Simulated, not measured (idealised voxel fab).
The document below concerns the process module designated voxel ribs on slabs.
The cross-section on display is named cut; it measures 300 nm wide, and its cells are 5 nm squares.
Notation: cross-section as square-cell grid; stated in bands, top first, going down; one or more cell rows per band.
Per band: top height and bottom height in nm, followed by the left-to-right materials and their widths in nm; "full width" marks a single material spanning edge to edge, "empty" marks empty space.
Heads up on the height convention: 0 is the point under which the incoming wafer is all one material, and the lowest band has no bottom, it just keeps going down, like "0 down".
Width "30->40": first value at the band's top row of cells, second value at its bottom row, equal change from row to row.
You'll sometimes find "nothing got changed" written for a step, and that's the way of saying that nowhere in the cross-section did a cell change during that step.
"Sealed void inventory" means: voids of 8 cells or more that are shut off from the top with no open way through. Written width x height at distance, distance from the left edge, in nm.
Read whatever lies past the settings on a step's line as the simulator's own remark about the step.
The optional step-line setting "overlay nm" applies to steps with a mask and quantifies how far to the right of its planned location the mask lay, a negative value indicating leftward placement.
List of planned process steps:
- 1: RECEIVE,material Si
- 2: DIRECTIONAL_DEP,material SiO2,thk nm 20
- 3: DIRECTIONAL_DEP,material SiN,thk nm 25
- 4: DIRECTIONAL_DEP,material aC,thk nm 15
- 5: PATTERN,tone cover,mask id RIB,material resist,width nm 15,thk nm 30,overlay nm 0
- 6: DIRECTIONAL_ETCH,etch materials aC,depth nm 15
- 7: STRIP,etch materials resist
- 8: DIRECTIONAL_ETCH,etch materials SiN,depth nm 10
- 9: STRIP,etch materials aC
- 10: DIRECTIONAL_DEP,material aC,thk nm 10
- 11: PATTERN,tone cover,mask id SLAB,material resist,width nm 55,thk nm 30,overlay nm 0
- 12: DIRECTIONAL_ETCH,etch materials aC,depth nm 10
- 13: STRIP,etch materials resist
- 14: DIRECTIONAL_ETCH,etch materials SiN,depth nm 15
- 15: STRIP,etch materials aC
- 16: FILL_DEP,material SiO2,thk nm 20
- 17: CMP,height nm 55
- 18: DIRECTIONAL_DEP,material W,thk nm 5
- 19: DIRECTIONAL_DEP,material aC,thk nm 10
- 20: PATTERN,tone cover,mask id HEATER,material resist,width nm 25,thk nm 30,overlay nm 0
- 21: DIRECTIONAL_ETCH,etch materials aC,depth nm 10
- 22: STRIP,etch materials resist
- 23: DIRECTIONAL_ETCH,etch materials W,depth nm 5
- 24: STRIP,etch materials aC
- 25: CONFORMAL_DEP,material SiO2,thk nm 10
Wafer cross-section on receipt, i.e. after step 1:
- 0 down | Si full width
- Sealed void inventory: none
First of two wafers: cross-section at end of module, run per plan:
- 70 to 65 | empty (125), SiO2 (45), empty (130)
- 65 to 60 | SiO2 full width
- 60 to 55 | SiO2 (135), W (25), SiO2 (140)
- 55 to 45 | SiO2 full width
- 45 to 35 | SiO2 (140), SiN (15), SiO2 (145)
- 35 to 20 | SiO2 (120), SiN (55), SiO2 (125)
- 20 to 0 | SiO2 full width
- 0 down | Si full width
- Sealed void inventory: none
Cross-sectional view of the second of two wafers upon completion of the module. This wafer shared its starting condition and process plan with the first; one error was made during its execution:
- 70 to 65 | empty (125), SiO2 (45), empty (130)
- 65 to 60 | SiO2 full width
- 60 to 55 | SiO2 (135), W (25), SiO2 (140)
- 55 to 50 | SiO2 full width
- 50 to 35 | SiO2 (120), SiN (55), SiO2 (125)
- 35 to 20 | SiN full width
- 20 to 0 | SiO2 full width
- 0 down | Si full width
- Sealed void inventory: none
In executing the process, a mistake was made relative to the plan: step 4: run off-plan, actual operation and settings DIRECTIONAL_DEP,material SiN,thk nm 15
Upon completion, the second wafer contains, in terms of cells, a greater or smaller amount of certain materials than the first wafer: 174 more of SiN; 174 fewer of SiO2
